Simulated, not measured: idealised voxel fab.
Module name: voxel self aligned contacts (process module)
The figure presents cross-section cut, which has a width of 230 nm and is divided into square cells with an edge length of 5 nm.
How to read a cross-section here: the picture is a grid of square cells, written as bands going from the top down, and any band can span one or more rows of cells.
Basically the band line says how high the top is and how high the bottom is, in nm, and then what's in it from left to right, every material with its width in nm. Empty space shows up as "air", and if a single material carries "throughout" it runs the full band edge to edge.
Measure heights from 0. That's the level where, below it, the as-received wafer is all one material. The lowest band is bottomless and extends downward; write it as in "0 nm and below".
A width given as "30->40" starts at the first number in the band's top row and ends at the second number in its bottom row, shifting by an equal amount at every step from row to row.
It should be understood that the words "identical to before", when stated for a given step, signify that the cross-section underwent no change in any of its cells during that step.
"Closed internal voids": empty spaces of 8 cells or more with no open way to the top, each given as width x height at distance, distance from the left edge, all in nm.
Note: text after step settings on the step line = simulator remark on that step.
The optional step-line setting "overlay nm" applies to steps with a mask and quantifies how far to the right of its planned location the mask lay, a negative value indicating leftward placement.

-- Intended process steps
1) RECEIVE: material Si
2) CONFORMAL_DEP: material SiO2, thk nm 5
3) DIRECTIONAL_DEP: material polySi, thk nm 25
4) DIRECTIONAL_DEP: material SiN, thk nm 15
5) DIRECTIONAL_DEP: material aC, thk nm 10
6) PATTERN: tone cover, mask id GATE, material resist, width nm 35, pitch nm 60, thk nm 25, overlay nm 0
7) DIRECTIONAL_ETCH: etch materials aC, depth nm 10
8) STRIP: etch materials resist
9) DIRECTIONAL_ETCH: etch materials SiN, depth nm 15
10) DIRECTIONAL_ETCH: etch materials polySi, depth nm 25
11) STRIP: etch materials aC
12) CONFORMAL_DEP: material SiN, thk nm 5
13) DIRECTIONAL_ETCH: etch materials SiN, depth nm 5
14) FILL_DEP: material SiO2, thk nm 20
15) CMP: height nm 55
16) PATTERN: tone open, mask id CONTACT, material resist, width nm 35, pitch nm 60, thk nm 15, overlay nm 0
17) DIRECTIONAL_ETCH: etch materials SiO2, depth nm 55
18) STRIP: etch materials resist
19) CONFORMAL_DEP: material TiN, thk nm 5
20) FILL_DEP: material Ru, thk nm 5
21) CMP: height nm 55
22) CONFORMAL_DEP: material SiN, thk nm 5

-- As-received state of the wafer in cross-section, equivalent to post-step 1
- 0 nm and below: Si throughout
- Closed internal voids: none

-- Sectioned view, first of two wafers, at the close of the module, processed as intended in the plan
- 60 nm to 55 nm: SiN throughout
- 55 nm to 45 nm: SiO2=65 | TiN=5->15 | Ru=25->5 | TiN=5->15 | SiO2=25 | TiN=5->15 | Ru=25->5 | TiN=5->15 | SiO2=70
- 45 nm to 30 nm: SiO2=30 | SiN=45 | TiN=5 | Ru=5 | TiN=5 | SiN=45 | TiN=5 | Ru=5 | TiN=5 | SiN=45 | SiO2=35
- 30 nm to 5 nm: SiO2=30 | SiN=5 | polySi=35 | SiN=5 | TiN=5 | Ru=5 | TiN=5 | SiN=5 | polySi=35 | SiN=5 | TiN=5 | Ru=5 | TiN=5 | SiN=5 | polySi=35 | SiN=5 | SiO2=35
- 5 nm to 0 nm: SiO2=75 | TiN=15 | SiO2=45 | TiN=15 | SiO2=80
- 0 nm and below: Si throughout
- Closed internal voids: none

-- Cross-sectional view of the second of two wafers upon completion of the module. This wafer shared its starting condition and process plan with the first; one error was made during its execution
- 60 nm to 55 nm: SiN throughout
- 55 nm to 40 nm: SiO2=30 | SiN=45 | TiN=5 | Ru=5 | TiN=5 | SiN=45 | TiN=5 | Ru=5 | TiN=5 | SiN=45 | SiO2=35
- 40 nm to 20 nm: SiO2=30 | SiN=5 | polySi=35 | SiN=5 | TiN=5 | Ru=5 | TiN=5 | SiN=5 | polySi=35 | SiN=5 | TiN=5 | Ru=5 | TiN=5 | SiN=5 | polySi=35 | SiN=5 | SiO2=35
- 20 nm to 15 nm: SiO2=30 | SiN=5 | polySi=35 | SiN=5 | TiN=15 | SiN=5 | polySi=35 | SiN=5 | TiN=15 | SiN=5 | polySi=35 | SiN=5 | SiO2=35
- 15 nm to 5 nm: polySi throughout
- 5 nm to 0 nm: SiO2 throughout
- 0 nm and below: Si throughout
- Closed internal voids: none
Short version of what went wrong: in deviation from the planned setting, step 3 was conducted as DIRECTIONAL_DEP: material polySi, thk nm 35
Per the end-of-run cell counts, the second wafer holds more or fewer of some materials than the first: 14 fewer of Ru, 58 fewer of SiO2, 20 fewer of TiN, 92 more of polySi
